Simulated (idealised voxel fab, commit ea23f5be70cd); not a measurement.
The following is a process module called voxel fin reveal.
Each square cell in cross-section cut measures 5 nm, and the section as a whole is 160 nm wide.
Heads up, the way a cross-section reads in here is a grid of square cells, handed over as bands from the top down, with every band being one or more rows of cells.
Band entry format. Leading values: height of top, height of bottom, nm. Remainder: materials in left-to-right order, each with its width in nm. Special words: "edge to edge" on a single material, which then fills the band edge to edge; "blank", empty space.
For the purposes of this specification, 0 denotes the height below which the wafer in its as-received condition is composed wholly of one material, and the lowermost band, lacking a lower limit, extends downward without end, as expressed in "0 -> down".
Width spec "30 to 40" -> top row of cells at first value, bottom row at second value, equal per-row change in between.
Where a step carries "left unchanged", the cross-section came out of it unchanged, cell for cell.
Heads up: "Enclosed internal cavities" only lists the empty pockets with no open path to the top that are 8 cells or more, and it writes them as width x height at distance, distance from the left edge, in nm.
What comes after the settings on a step's line is commentary from the simulator itself on that step.
overlay nm: right-of-plan distance of the mask on a masked step; negative values mean left-of-plan.

[Process steps foreseen in the plan]
1. RECEIVE [material Si]
2. CONFORMAL_DEP [material SiN] [thk nm 10]
3. PATTERN [tone cover] [mask id FINS] [material resist] [width nm 15] [pitch nm 40] [thk nm 20] [overlay nm -15]
4. DIRECTIONAL_ETCH [etch materials SiN] [depth nm 10]
5. DIRECTIONAL_ETCH [etch materials Si] [depth nm 30]
6. STRIP [etch materials resist]
7. OXIDIZE [depth nm 5]
8. FILL_DEP [material SiO2] [thk nm 5]
9. CMP [height nm 10]
10. SELECTIVE_ETCH [etch materials SiO2] [depth nm 25]
11. STRIP [etch materials SiN]
12. CONFORMAL_DEP [material HfO2] [thk nm 5]
Among the wafers covered here, the point of difference is the overlay nm at step 3; their starting state is shared, and the plan presents the value of the first wafer.

[Cross-section of the first of several wafers on receipt, reflecting completion of step 1]
  0 -> down | Si edge to edge
  Enclosed internal cavities: none

[Quick look at the cross-section of the first of several wafers after step 12, which wraps up the module]
  5 -> 0 | blank: 15 | HfO2: 15 | blank: 25 | HfO2: 15 | blank: 25 | HfO2: 15 | blank: 50
  0 -> -10 | blank: 15 | HfO2: 5 | Si: 5 | HfO2: 5 | blank: 25 | HfO2: 5 | Si: 5 | HfO2: 5 | blank: 25 | HfO2: 5 | Si: 5 | HfO2: 5 | blank: 50
  -10 -> -15 | HfO2: 20 | Si: 5 | HfO2: 35 | Si: 5 | HfO2: 35 | Si: 5 | HfO2: 55
  -15 -> -35 | SiO2: 20 | Si: 5 | SiO2: 35 | Si: 5 | SiO2: 35 | Si: 5 | SiO2: 55
  -35 -> down | Si edge to edge
  Enclosed internal cavities: none

[Last wafer of the set, cross-sectioned at end of module]
  5 -> 0 | blank: 45 | HfO2: 15 | blank: 25 | HfO2: 15 | blank: 25 | HfO2: 15 | blank: 20
  0 -> -10 | blank: 45 | HfO2: 5 | Si: 5 | HfO2: 5 | blank: 25 | HfO2: 5 | Si: 5 | HfO2: 5 | blank: 25 | HfO2: 5 | Si: 5 | HfO2: 5 | blank: 20
  -10 -> -15 | HfO2: 50 | Si: 5 | HfO2: 35 | Si: 5 | HfO2: 35 | Si: 5 | HfO2: 25
  -15 -> -35 | SiO2: 50 | Si: 5 | SiO2: 35 | Si: 5 | SiO2: 35 | Si: 5 | SiO2: 25
  -35 -> down | Si edge to edge
  Enclosed internal cavities: none

[Table: wafers, a row each; end-of-module cell change per material since receipt, gain (+), loss (-); then closed voids]
overlay nm -15, +50 HfO2, -203 Si, +116 SiO2, Enclosed internal cavities: none
overlay nm -10, +50 HfO2, -203 Si, +116 SiO2, Enclosed internal cavities: none
overlay nm -5, +50 HfO2, -203 Si, +116 SiO2, Enclosed internal cavities: none
overlay nm 0, +50 HfO2, -203 Si, +116 SiO2, Enclosed internal cavities: none
overlay nm 5, +50 HfO2, -203 Si, +116 SiO2, Enclosed internal cavities: none
overlay nm 10, +50 HfO2, -203 Si, +116 SiO2, Enclosed internal cavities: none
overlay nm 15, +50 HfO2, -203 Si, +116 SiO2, Enclosed internal cavities: none
